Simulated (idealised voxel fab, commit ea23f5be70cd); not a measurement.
Name of the process module below: voxel self aligned contacts
It is cross-section cut that appears here, measuring 260 nm in width, its square cells being 5 nm in size.
Cross-section layout: square cells on a grid; listed as bands, top to bottom; a band spans one or more cell rows. In this notation a band is specified by the heights of its top and bottom, in that order and in nm, after which its materials appear from left to right, each paired with its width in nm. The word "throughout" attached to a single material means that material fills the band from edge to edge; the word "empty" stands for empty space. Heights from 0 (as-received wafer is one material below). Bottom band endless downward, as "0..down". A width given as "30->40" starts at the first number in the band's top row and ends at the second number in its bottom row, shifting by an equal amount at every step from row to row. It should be understood that the words "stayed the same", when stated for a given step, signify that the cross-section underwent no change in any of its cells during that step. Voids not open to the top, 8 cells minimum: see "Enclosed void inventory". Written width x height at distance; distance is from the left edge; nm. Whatever follows a step's settings on its line is a remark the simulator itself makes about that step. The optional step-line setting "overlay nm" applies to steps with a mask and quantifies how far to the right of its planned location the mask lay, a negative value indicating leftward placement.
The steps planned for the process are as follows:
- 1: RECEIVE with material Si
- 2: CONFORMAL_DEP with material SiO2, thk nm 5
- 3: DIRECTIONAL_DEP with material polySi, thk nm 20
- 4: DIRECTIONAL_DEP with material SiN, thk nm 20
- 5: DIRECTIONAL_DEP with material aC, thk nm 10
- 6: PATTERN with tone cover, mask id GATE, material resist, width nm 30, pitch nm 70, thk nm 25, overlay nm 0
- 7: DIRECTIONAL_ETCH with etch materials aC, depth nm 10
- 8: STRIP with etch materials resist
- 9: DIRECTIONAL_ETCH with etch materials SiN, depth nm 20
- 10: DIRECTIONAL_ETCH with etch materials polySi, depth nm 20
- 11: STRIP with etch materials aC
- 12: CONFORMAL_DEP with material SiN, thk nm 10
- 13: DIRECTIONAL_ETCH with etch materials SiN, depth nm 10
- 14: FILL_DEP with material SiO2, thk nm 20
- 15: CMP with height nm 55
- 16: MASKED_ETCH with tone open, mask id CONTACT, width nm 50, pitch nm 70, etch materials SiO2, depth nm 55, overlay nm 0
- 17: CONFORMAL_DEP with material TiN, thk nm 5
- 18: FILL_DEP with material W, thk nm 5
- 19: CMP with height nm 55
- 20: CONFORMAL_DEP with material SiN, thk nm 5
Cross-section: wafer on arrival = after step 1:
    0..down | Si throughout
    Enclosed void inventory: none
The first of two wafers, cross-sectioned at the end of the module, with the run proceeding as planned:
    60..55 | SiN throughout
    55..45 | SiO2 70 nm, then TiN 5->20 nm, then W 40->10 nm, then TiN 5->20 nm, then SiO2 20 nm, then TiN 5->20 nm, then W 40->10 nm, then TiN 5->20 nm, then SiO2 70 nm
    45..25 | SiO2 35 nm, then SiN 50 nm, then TiN 5 nm, then W 10 nm, then TiN 5 nm, then SiN 50 nm, then TiN 5 nm, then W 10 nm, then TiN 5 nm, then SiN 50 nm, then SiO2 35 nm
    25..5 | SiO2 35 nm, then SiN 10 nm, then polySi 30 nm, then SiN 10 nm, then TiN 5 nm, then W 10 nm, then TiN 5 nm, then SiN 10 nm, then polySi 30 nm, then SiN 10 nm, then TiN 5 nm, then W 10 nm, then TiN 5 nm, then SiN 10 nm, then polySi 30 nm, then SiN 10 nm, then SiO2 35 nm
    5..0 | SiO2 85 nm, then TiN 20 nm, then SiO2 50 nm, then TiN 20 nm, then SiO2 85 nm
    0..down | Si throughout
    Enclosed void inventory: none
Cross-section of the latter of the two wafers at module completion. It had an identical start and an identical plan to the former; in running it, one mistake was made:
    60..55 | SiN throughout
    55..45 | SiO2 70 nm, then TiN 5 nm, then W 40 nm, then TiN 5 nm, then SiO2 20 nm, then TiN 5 nm, then W 40 nm, then TiN 5 nm, then SiO2 70 nm
    45..40 | SiO2 70 nm, then TiN 20 nm, then W 10 nm, then TiN 20 nm, then SiO2 20 nm, then TiN 20 nm, then W 10 nm, then TiN 20 nm, then SiO2 70 nm
    40..20 | SiO2 35 nm, then SiN 50 nm, then TiN 5 nm, then W 10 nm, then TiN 5 nm, then SiN 50 nm, then TiN 5 nm, then W 10 nm, then TiN 5 nm, then SiN 50 nm, then SiO2 35 nm
    20..5 | SiO2 35 nm, then SiN 10 nm, then polySi 30 nm, then SiN 10 nm, then TiN 5 nm, then W 10 nm, then TiN 5 nm, then SiN 10 nm, then polySi 30 nm, then SiN 10 nm, then TiN 5 nm, then W 10 nm, then TiN 5 nm, then SiN 10 nm, then polySi 30 nm, then SiN 10 nm, then SiO2 35 nm
    5..0 | SiO2 35 nm, then SiN 10 nm, then polySi 30 nm, then SiN 10 nm, then TiN 20 nm, then SiN 10 nm, then polySi 30 nm, then SiN 10 nm, then TiN 20 nm, then SiN 10 nm, then polySi 30 nm, then SiN 10 nm, then SiO2 35 nm
    0..down | Si throughout
    Enclosed void inventory: none
Processing error: yeah, step 2 of the plan got skipped, never ran
Final difference in cells, second wafer against first, listed per material as more or fewer: 12 fewer of SiO2 | 12 more of W
